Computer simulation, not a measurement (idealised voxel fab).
process module | voxel gate over fins
cross-section cut | 180 nm wide | cells 5 nm
A cross-section is a grid of square cells, given in bands from the top down. A band is one or more rows of cells.
Each band's line starts with the height of the band's top and of its bottom, in nm. Then come its materials from left to right, each with its width in nm. One material with "throughout" fills the band from edge to edge. "air" is empty space.
Height 0 is the level under which the wafer as received is all one material. The lowest band goes on downwards, as in "0 down".
A width such as "30 to 40" changes by the same amount from each row of cells to the next, from the band's top row to its bottom row.
"no change" after a step means that no cell of the cross-section changed.
closed voids: empty space of 8 cells or more with no open way to the top, each as width x height at its distance from the left edge, in nm
after a step's settings: what the simulator itself notes on the step
overlay nm, on a step with a mask: how far to the right of its planned place the mask lay; to the left if negative
plan
1 op RECEIVE | material Si
2 op CONFORMAL_DEP | material SiN | thk nm 10
3 op DIRECTIONAL_DEP | material aC | thk nm 10
4 op PATTERN | tone cover | mask id FINS | material resist | width nm 15 | pitch nm 40 | thk nm 25 | overlay nm 0
5 op DIRECTIONAL_ETCH | etch materials aC | depth nm 10
6 op STRIP | etch materials resist
7 op DIRECTIONAL_ETCH | etch materials SiN | depth nm 10
8 op DIRECTIONAL_ETCH | etch materials Si | depth nm 30
9 op STRIP | etch materials aC
10 op OXIDIZE | depth nm 5
11 op FILL_DEP | material SiO2 | thk nm 15
12 op CMP | height nm 10
13 op SELECTIVE_ETCH | etch materials SiO2 | depth nm 25
14 op STRIP | etch materials SiN
15 op CONFORMAL_DEP | material HfO2 | thk nm 5
16 op CONFORMAL_DEP | material TiN | thk nm 5
17 op FILL_DEP | material W | thk nm 10
18 op CMP | height nm 15
19 op CONFORMAL_DEP | material SiCN | thk nm 10
as received, after step 1
  0 down: Si throughout
  closed voids: none
first wafer at the end, as planned
  25 to 15: SiCN throughout
  15 to 10: W throughout
  10 to 5: W 15 | TiN 25 | W 15 | TiN 25 | W 15 | TiN 25 | W 15 | TiN 25 | W 20
  5 to 0: W 15 | TiN 5 | HfO2 15 | TiN 5 | W 15 | TiN 5 | HfO2 15 | TiN 5 | W 15 | TiN 5 | HfO2 15 | TiN 5 | W 15 | TiN 5 | HfO2 15 | TiN 5 | W 20
  0 to -5: W 15 | TiN 5 | HfO2 5 | Si 5 | HfO2 5 | TiN 5 | W 15 | TiN 5 | HfO2 5 | Si 5 | HfO2 5 | TiN 5 | W 15 | TiN 5 | HfO2 5 | Si 5 | HfO2 5 | TiN 5 | W 15 | TiN 5 | HfO2 5 | Si 5 | HfO2 5 | TiN 5 | W 20
  -5 to -10: TiN 20 | HfO2 5 | Si 5 | HfO2 5 | TiN 25 | HfO2 5 | Si 5 | HfO2 5 | TiN 25 | HfO2 5 | Si 5 | HfO2 5 | TiN 25 | HfO2 5 | Si 5 | HfO2 5 | TiN 25
  -10 to -15: HfO2 25 | Si 5 | HfO2 35 | Si 5 | HfO2 35 | Si 5 | HfO2 35 | Si 5 | HfO2 30
  -15 to -35: SiO2 25 | Si 5 | SiO2 35 | Si 5 | SiO2 35 | Si 5 | SiO2 35 | Si 5 | SiO2 30
  -35 down: Si throughout
  closed voids: none
second wafer at the end: like start, like plan, one mistake
  25 to 15: SiCN throughout
  15 to 5: HfO2 25 | TiN 5 | HfO2 35 | TiN 5 | HfO2 35 | TiN 5 | HfO2 35 | TiN 5 | HfO2 30
  5 to 0: HfO2 throughout
  0 to -30: HfO2 20 | SiO2 5 | Si 5 | SiO2 5 | HfO2 25 | SiO2 5 | Si 5 | SiO2 5 | HfO2 25 | SiO2 5 | Si 5 | SiO2 5 | HfO2 25 | SiO2 5 | Si 5 | SiO2 5 | HfO2 25
  -30 to -35: SiO2 25 | Si 5 | SiO2 35 | Si 5 | SiO2 35 | Si 5 | SiO2 35 | Si 5 | SiO2 30
  -35 down: Si throughout
  closed voids: none
what went wrong: step 11 ran as: op FILL_DEP | material HfO2 | thk nm 15
at the end the second wafer has, in cells: 184 more of HfO2 | 48 fewer of SiO2 | 52 fewer of TiN | 84 fewer of W
